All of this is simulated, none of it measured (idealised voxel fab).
Title: Process Module voxel air gaps
The cross-section on display is named cut; it measures 235 nm wide, and its cells are 5 nm squares.
A cross-section is a grid of square cells, given in bands from the top down. A band is one or more rows of cells. Band entry format. Leading values: height of top, height of bottom, nm. Remainder: materials in left-to-right order, each with its width in nm. Special words: "everywhere" on a single material, which then fills the band edge to edge; "empty", empty space. Heights are expressed relative to 0, this being the level below which the as-received wafer comprises one material exclusively. The lowest band is unbounded in the downward direction and is denoted as in "z 0 and below". A width such as "30 to 40" changes by the same amount from each row of cells to the next, from the band's top row to its bottom row. Basically "everything unchanged" means that step didn't change any cell in the cross-section. In the "Non-vented voids" entry, you get each enclosed empty space of 8 cells or more, one with no open way to the top, written width x height at distance, distance from the left edge, in nm. That trailing text on a step's line, after the settings, is the simulator's own remark on the step. overlay nm: for a step with a mask, the amount by which the mask lay right of where it was planned; a negative amount means left of it.
### Listed below are the process steps as planned
1) RECEIVE [material Si]
2) CONFORMAL_DEP [material SiO2] [thk nm 15]
3) CONFORMAL_DEP [material SiCN] [thk nm 5]
4) DIRECTIONAL_DEP [material SiO2] [thk nm 35]
5) MASKED_ETCH [tone open] [mask id LINES] [width nm 25] [pitch nm 50] [etch materials SiO2] [depth nm 35] [overlay nm 0]
6) CONFORMAL_DEP [material TiN] [thk nm 5]
7) FILL_DEP [material W] [thk nm 10]
8) CMP [height nm 55]
9) EPI [material Ru] [thk nm 10]
10) SELECTIVE_ETCH [etch materials SiO2] [depth nm 45]
11) CONFORMAL_DEP [material SiCN] [thk nm 5]
### First of the two wafers, run per plan
### Shown in cross-section is the wafer as received, that is, as it stands after step 1
- z 0 and below | Si everywhere
- Non-vented voids: none
### After step 2: wafer cross-section
- z 15 to 0 | SiO2 everywhere
- Whatever lies below 0 is exactly as it was before.
### After step 3: wafer cross-section
- z 20 to 15 | SiCN everywhere
- Whatever lies below 15 is exactly as it was before.
### After step 4: wafer cross-section
- z 55 to 20 | SiO2 everywhere
- Whatever lies below 20 is exactly as it was before.
### After step 5: wafer cross-section
- z 55 to 20 | SiO2 (55) | empty (25) | SiO2 (25) | empty (25) | SiO2 (25) | empty (25) | SiO2 (55)
- Whatever lies below 20 is exactly as it was before.
### After step 6: wafer cross-section
- z 60 to 55 | TiN (60) | empty (15) | TiN (35) | empty (15) | TiN (35) | empty (15) | TiN (60)
- z 55 to 25 | SiO2 (55) | TiN (5) | empty (15) | TiN (5) | SiO2 (25) | TiN (5) | empty (15) | TiN (5) | SiO2 (25) | TiN (5) | empty (15) | TiN (5) | SiO2 (55)
- z 25 to 20 | SiO2 (55) | TiN (25) | SiO2 (25) | TiN (25) | SiO2 (25) | TiN (25) | SiO2 (55)
- Whatever lies below 20 is exactly as it was before.
### After step 7: wafer cross-section
- z 70 to 60 | W everywhere
- z 60 to 55 | TiN (60) | W (15) | TiN (35) | W (15) | TiN (35) | W (15) | TiN (60)
- z 55 to 25 | SiO2 (55) | TiN (5) | W (15) | TiN (5) | SiO2 (25) | TiN (5) | W (15) | TiN (5) | SiO2 (25) | TiN (5) | W (15) | TiN (5) | SiO2 (55)
- Whatever lies below 25 is exactly as it was before.
### After step 8: wafer cross-section
- z 55 to 25 | SiO2 (55) | TiN (5) | W (15) | TiN (5) | SiO2 (25) | TiN (5) | W (15) | TiN (5) | SiO2 (25) | TiN (5) | W (15) | TiN (5) | SiO2 (55)
- Whatever lies below 25 is exactly as it was before.
### After step 9: wafer cross-section
- z 65 to 55 | empty (45) | Ru (45) | empty (5) | Ru (45) | empty (5) | Ru (45) | empty (45)
- Whatever lies below 55 is exactly as it was before.
### After step 10: wafer cross-section
- z 65 to 55 | empty (45) | Ru (45) | empty (5) | Ru (45) | empty (5) | Ru (45) | empty (45)
- z 55 to 25 | empty (55) | TiN (5) | W (15) | TiN (5) | empty (25) | TiN (5) | W (15) | TiN (5) | empty (25) | TiN (5) | W (15) | TiN (5) | empty (55)
- z 25 to 20 | empty (55) | TiN (25) | empty (25) | TiN (25) | empty (25) | TiN (25) | empty (55)
- Whatever lies below 20 is exactly as it was before.
### After step 11: wafer cross-section
- z 70 to 65 | empty (40) | SiCN (155) | empty (40)
- z 65 to 55 | empty (40) | SiCN (5) | Ru (45) | SiCN (5) | Ru (45) | SiCN (5) | Ru (45) | SiCN (5) | empty (40)
- z 55 to 50 | empty (40) | SiCN (15) | TiN (5) | W (15) | TiN (5) | SiCN (25) | TiN (5) | W (15) | TiN (5) | SiCN (25) | TiN (5) | W (15) | TiN (5) | SiCN (15) | empty (40)
- z 50 to 25 | empty (50) | SiCN (5) | TiN (5) | W (15) | TiN (5) | SiCN (5) | empty (15) | SiCN (5) | TiN (5) | W (15) | TiN (5) | SiCN (5) | empty (15) | SiCN (5) | TiN (5) | W (15) | TiN (5) | SiCN (5) | empty (50)
- z 25 to 20 | SiCN (55) | TiN (25) | SiCN (25) | TiN (25) | SiCN (25) | TiN (25) | SiCN (55)
- Whatever lies below 20 is exactly as it was before.
- Non-vented voids: 15 x 25 at 85; 15 x 25 at 135
### Wafer two of two - same starting point, same process plan, one mistake in execution; matches wafer one up to and including step 4
### when step 5 should have ended
- z 55 to 20 | SiO2 (60) | empty (25) | SiO2 (25) | empty (25) | SiO2 (25) | empty (25) | SiO2 (50)
- Whatever lies below 20 is exactly as it was before.
### when step 6 should have ended
- z 60 to 55 | TiN (65) | empty (15) | TiN (35) | empty (15) | TiN (35) | empty (15) | TiN (55)
- z 55 to 25 | SiO2 (60) | TiN (5) | empty (15) | TiN (5) | SiO2 (25) | TiN (5) | empty (15) | TiN (5) | SiO2 (25) | TiN (5) | empty (15) | TiN (5) | SiO2 (50)
- z 25 to 20 | SiO2 (60) | TiN (25) | SiO2 (25) | TiN (25) | SiO2 (25) | TiN (25) | SiO2 (50)
- Whatever lies below 20 is exactly as it was before.
### when step 7 should have ended
- z 70 to 60 | W everywhere
- z 60 to 55 | TiN (65) | W (15) | TiN (35) | W (15) | TiN (35) | W (15) | TiN (55)
- z 55 to 25 | SiO2 (60) | TiN (5) | W (15) | TiN (5) | SiO2 (25) | TiN (5) | W (15) | TiN (5) | SiO2 (25) | TiN (5) | W (15) | TiN (5) | SiO2 (50)
- Whatever lies below 25 is exactly as it was before.
### when step 8 should have ended
- z 55 to 25 | SiO2 (60) | TiN (5) | W (15) | TiN (5) | SiO2 (25) | TiN (5) | W (15) | TiN (5) | SiO2 (25) | TiN (5) | W (15) | TiN (5) | SiO2 (50)
- Whatever lies below 25 is exactly as it was before.
### when step 9 should have ended
- z 65 to 55 | empty (50) | Ru (45) | empty (5) | Ru (45) | empty (5) | Ru (45) | empty (40)
- Whatever lies below 55 is exactly as it was before.
### when step 10 should have ended
- z 65 to 55 | empty (50) | Ru (45) | empty (5) | Ru (45) | empty (5) | Ru (45) | empty (40)
- z 55 to 25 | empty (60) | TiN (5) | W (15) | TiN (5) | empty (25) | TiN (5) | W (15) | TiN (5) | empty (25) | TiN (5) | W (15) | TiN (5) | empty (50)
- z 25 to 20 | empty (60) | TiN (25) | empty (25) | TiN (25) | empty (25) | TiN (25) | empty (50)
- Whatever lies below 20 is exactly as it was before.
### when step 11 should have ended
- z 70 to 65 | empty (45) | SiCN (155) | empty (35)
- z 65 to 55 | empty (45) | SiCN (5) | Ru (45) | SiCN (5) | Ru (45) | SiCN (5) | Ru (45) | SiCN (5) | empty (35)
- z 55 to 50 | empty (45) | SiCN (15) | TiN (5) | W (15) | TiN (5) | SiCN (25) | TiN (5) | W (15) | TiN (5) | SiCN (25) | TiN (5) | W (15) | TiN (5) | SiCN (15) | empty (35)
- z 50 to 25 | empty (55) | SiCN (5) | TiN (5) | W (15) | TiN (5) | SiCN (5) | empty (15) | SiCN (5) | TiN (5) | W (15) | TiN (5) | SiCN (5) | empty (15) | SiCN (5) | TiN (5) | W (15) | TiN (5) | SiCN (5) | empty (45)
- z 25 to 20 | SiCN (60) | TiN (25) | SiCN (25) | TiN (25) | SiCN (25) | TiN (25) | SiCN (50)
- Whatever lies below 20 is exactly as it was before.
- Non-vented voids: 15 x 25 at 90; 15 x 25 at 140
What broke from the plan during processing? not per plan at step 5, really ran MASKED_ETCH [tone open] [mask id LINES] [width nm 25] [pitch nm 50] [etch materials SiO2] [depth nm 35] [overlay nm 5]
Matching per-material cell counts, mismatched positions: that is how the second wafer compares with the first at the end.
